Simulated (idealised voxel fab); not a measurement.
The following is a process module called voxel released beams.
Section cut is 185 nm wide and gridded with 5 nm square cells.
Throughout this document, each cross-section is represented as a grid of square cells and is presented as a sequence of bands enumerated from the top downward, where a band comprises one or more rows of cells. Per band: top height and bottom height in nm, followed by the left-to-right materials and their widths in nm; "all across" marks a single material spanning edge to edge, "blank" marks empty space. A quick word on heights: they are counted from 0, and under that level the wafer as it came to us is one material throughout. The lowest band is different from the rest in having no bottom; it simply continues downward, written as in "from 0 down". Width spec "30..40" -> top row of cells at first value, bottom row at second value, equal per-row change in between. "no alterations made" (step): cross-section cells unchanged, all of them. Voids not open to the top, 8 cells minimum: see "Non-vented voids". Written width x height at distance; distance is from the left edge; nm. Read whatever lies past the settings on a step's line as the simulator's own remark about the step. A step line may carry the setting "overlay nm", which, for steps involving a mask, states the distance by which the mask lay to the right of its intended position; negative values denote displacement to the left.
THE FOLLOWING LIST GIVES THE PLANNED PROCESS STEPS
1) RECEIVE, material Si
2) CONFORMAL_DEP, material SiN, thk nm 5
3) DIRECTIONAL_DEP, material SiO2, thk nm 10
4) DIRECTIONAL_DEP, material aC, thk nm 10
5) PATTERN, tone open, mask id ANCHOR, material resist, width nm 30, thk nm 30, overlay nm 0
6) DIRECTIONAL_ETCH, etch materials aC, depth nm 10
7) STRIP, etch materials resist
8) DIRECTIONAL_ETCH, etch materials SiO2, depth nm 10
9) STRIP, etch materials aC
10) CONFORMAL_DEP, material polySi, thk nm 10
11) DIRECTIONAL_DEP, material aC, thk nm 15
12) PATTERN, tone cover, mask id BEAM, material resist, width nm 80, thk nm 35, overlay nm 0
13) DIRECTIONAL_ETCH, etch materials aC, depth nm 15
14) STRIP, etch materials resist
15) DIRECTIONAL_ETCH, etch materials polySi, depth nm 10
16) STRIP, etch materials aC
17) STRIP, etch materials SiO2
ACCOUNT OF THE FIRST OF TWO WAFERS, WHICH WAS PROCESSED AS INTENDED
WAFER AT RECEIPT (POST STEP 1), CROSS-SECTION
- from 0 down = Si all across
- Non-vented voids: none
AFTER STEP 2: WAFER CROSS-SECTION
- from 5 to 0 = SiN all across
- Below 0, no change.
AFTER STEP 3: WAFER CROSS-SECTION
- from 15 to 5 = SiO2 all across
- Below 5, no change.
AFTER STEP 4: WAFER CROSS-SECTION
- from 25 to 15 = aC all across
- Below 15, no change.
AFTER STEP 5: WAFER CROSS-SECTION
- from 55 to 25 = 55 resist | 30 blank | 100 resist
- Below 25, no change.
AFTER STEP 6: WAFER CROSS-SECTION
- from 45 to 25 = 55 resist | 30 blank | 100 resist
- from 25 to 15 = 55 aC | 30 blank | 100 aC
- Below 15, no change.
AFTER STEP 7: WAFER CROSS-SECTION
- from 25 to 15 = 55 aC | 30 blank | 100 aC
- Below 15, no change.
AFTER STEP 8: WAFER CROSS-SECTION
- from 25 to 15 = 55 aC | 30 blank | 100 aC
- from 15 to 5 = 55 SiO2 | 30 blank | 100 SiO2
- Below 5, no change.
AFTER STEP 9: WAFER CROSS-SECTION
- from 15 to 5 = 55 SiO2 | 30 blank | 100 SiO2
- Below 5, no change.
AFTER STEP 10: WAFER CROSS-SECTION
- from 25 to 15 = 65 polySi | 10 blank | 110 polySi
- from 15 to 5 = 55 SiO2 | 30 polySi | 100 SiO2
- Below 5, no change.
AFTER STEP 11: WAFER CROSS-SECTION
- from 40 to 30 = 65 aC | 10 blank | 110 aC
- from 30 to 25 = aC all across
- from 25 to 15 = 65 polySi | 10 aC | 110 polySi
- Below 15, no change.
AFTER STEP 12: WAFER CROSS-SECTION
- from 75 to 40 = 50 blank | 80 resist | 55 blank
- from 40 to 30 = 65 aC | 10 resist | 110 aC
- Below 30, no change.
AFTER STEP 13: WAFER CROSS-SECTION
- from 60 to 40 = 50 blank | 80 resist | 55 blank
- from 40 to 30 = 50 blank | 15 aC | 10 resist | 55 aC | 55 blank
- from 30 to 25 = 50 blank | 80 aC | 55 blank
- Below 25, no change.
AFTER STEP 14: WAFER CROSS-SECTION
- from 40 to 30 = 50 blank | 15 aC | 10 blank | 55 aC | 55 blank
- Below 30, no change.
AFTER STEP 15: WAFER CROSS-SECTION
- from 40 to 30 = 50 blank | 15 aC | 10 blank | 55 aC | 55 blank
- from 30 to 25 = 50 blank | 80 aC | 55 blank
- from 25 to 15 = 50 blank | 15 polySi | 10 aC | 55 polySi | 55 blank
- Below 15, no change.
AFTER STEP 16: WAFER CROSS-SECTION
- from 25 to 15 = 50 blank | 15 polySi | 10 blank | 55 polySi | 55 blank
- Below 15, no change.
AFTER STEP 17: WAFER CROSS-SECTION
- from 25 to 15 = 50 blank | 15 polySi | 10 blank | 55 polySi | 55 blank
- from 15 to 5 = 55 blank | 30 polySi | 100 blank
- Below 5, no change.
THE SECOND WAFER: COMMON ORIGIN AND PLAN, ONE MISTAKE IN EXECUTION, IDENTICAL TO THE FIRST THROUGH STEP 11
WHEN STEP 12 SHOULD HAVE ENDED
- from 75 to 40 = 50 blank | 85 resist | 50 blank
- from 40 to 30 = 65 aC | 10 resist | 110 aC
- Below 30, no change.
WHEN STEP 13 SHOULD HAVE ENDED
- from 60 to 40 = 50 blank | 85 resist | 50 blank
- from 40 to 30 = 50 blank | 15 aC | 10 resist | 60 aC | 50 blank
- from 30 to 25 = 50 blank | 85 aC | 50 blank
- Below 25, no change.
WHEN STEP 14 SHOULD HAVE ENDED
- from 40 to 30 = 50 blank | 15 aC | 10 blank | 60 aC | 50 blank
- Below 30, no change.
WHEN STEP 15 SHOULD HAVE ENDED
- from 40 to 30 = 50 blank | 15 aC | 10 blank | 60 aC | 50 blank
- from 30 to 25 = 50 blank | 85 aC | 50 blank
- from 25 to 15 = 50 blank | 15 polySi | 10 aC | 60 polySi | 50 blank
- Below 15, no change.
WHEN STEP 16 SHOULD HAVE ENDED
- from 25 to 15 = 50 blank | 15 polySi | 10 blank | 60 polySi | 50 blank
- Below 15, no change.
WHEN STEP 17 SHOULD HAVE ENDED
- from 25 to 15 = 50 blank | 15 polySi | 10 blank | 60 polySi | 50 blank
- from 15 to 5 = 55 blank | 30 polySi | 100 blank
- Below 5, no change.
Want to know what went wrong? step 12 was processed under conditions differing from the plan, specifically as PATTERN, tone cover, mask id BEAM, material resist, width nm 85, thk nm 35, overlay nm 0
End of process, cell counts, second wafer against first, materials with more or fewer: polySi +2
